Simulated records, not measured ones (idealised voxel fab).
process module | voxel gate over fins
cross-section cut | 295 nm wide | cells 5 nm
A cross-section is a grid of square cells, given in bands from the top down. A band is one or more rows of cells.
Each band's line starts with the height of the band's top and of its bottom, in nm. Then come its materials from left to right, each with its width in nm. One material with "throughout" fills the band from edge to edge. "air" is empty space.
Height 0 is the level under which the wafer as received is all one material. The lowest band goes on downwards, as in "0 down".
A width such as "30 to 40" changes by the same amount from each row of cells to the next, from the band's top row to its bottom row.
"no change" after a step means that no cell of the cross-section changed.
closed voids: empty space of 8 cells or more with no open way to the top, each as width x height at its distance from the left edge, in nm
after a step's settings: what the simulator itself notes on the step
overlay nm, on a step with a mask: how far to the right of its planned place the mask lay; to the left if negative
plan
1 op RECEIVE | material Si
2 op CONFORMAL_DEP | material SiN | thk nm 10
3 op DIRECTIONAL_DEP | material aC | thk nm 15
4 op PATTERN | tone cover | mask id FINS | material resist | width nm 15 | pitch nm 35 | thk nm 35 | overlay nm 0
5 op DIRECTIONAL_ETCH | etch materials aC | depth nm 15
6 op STRIP | etch materials resist
7 op DIRECTIONAL_ETCH | etch materials SiN | depth nm 10
8 op DIRECTIONAL_ETCH | etch materials Si | depth nm 40
9 op STRIP | etch materials aC
10 op FILL_DEP | material SiO2 | thk nm 10
11 op CMP | height nm 10
12 op SELECTIVE_ETCH | etch materials SiO2 | depth nm 20
13 op STRIP | etch materials SiN
14 op CONFORMAL_DEP | material HfO2 | thk nm 5
15 op CONFORMAL_DEP | material TiN | thk nm 5
16 op CONFORMAL_DEP | material TiAl | thk nm 5
17 op CONFORMAL_DEP | material TiN | thk nm 5
18 op FILL_DEP | material W | thk nm 15
19 op CMP | height nm 30
20 op CONFORMAL_DEP | material SiCN | thk nm 5
as received, after step 1
  0 down: Si throughout
  closed voids: none
first wafer at the end, as planned
  35 to 30: SiCN throughout
  30 to 20: W throughout
  20 to 15: W 100 | TiN 90 | W 105
  15 to 10: W 100 | TiN 5 | TiAl 80 | TiN 5 | W 105
  10 to 5: TiN 105 | TiAl 5 | TiN 70 | TiAl 5 | TiN 110
  5 to 0: TiAl 110 | TiN 5 | HfO2 25 | TiN 10 | HfO2 25 | TiN 5 | TiAl 115
  0 to -5: TiN 115 | HfO2 5 | Si 15 | HfO2 5 | TiN 10 | HfO2 5 | Si 15 | HfO2 5 | TiN 120
  -5 to -10: HfO2 120 | Si 15 | HfO2 20 | Si 15 | HfO2 125
  -10 to -40: SiO2 120 | Si 15 | SiO2 20 | Si 15 | SiO2 125
  -40 down: Si throughout
  closed voids: none
second wafer at the end: like start, like plan, one mistake
  35 to 30: SiCN throughout
  30 to 15: W throughout
  15 to 10: W 105 | TiN 80 | W 110
  10 to 5: W 105 | TiN 5 | TiAl 70 | TiN 5 | W 110
  5 to 0: TiN 110 | TiAl 5 | TiN 25 | TiAl 10 | TiN 25 | TiAl 5 | TiN 115
  0 to -5: TiAl 115 | TiN 5 | Si 15 | TiN 5 | TiAl 10 | TiN 5 | Si 15 | TiN 5 | TiAl 120
  -5 to -10: TiN 120 | Si 15 | TiN 20 | Si 15 | TiN 125
  -10 to -40: SiO2 120 | Si 15 | SiO2 20 | Si 15 | SiO2 125
  -40 down: Si throughout
  closed voids: none
what went wrong: step 14 was left out
at the end the second wafer has, in cells: 67 fewer of HfO2 | 4 more of TiAl | 63 more of W
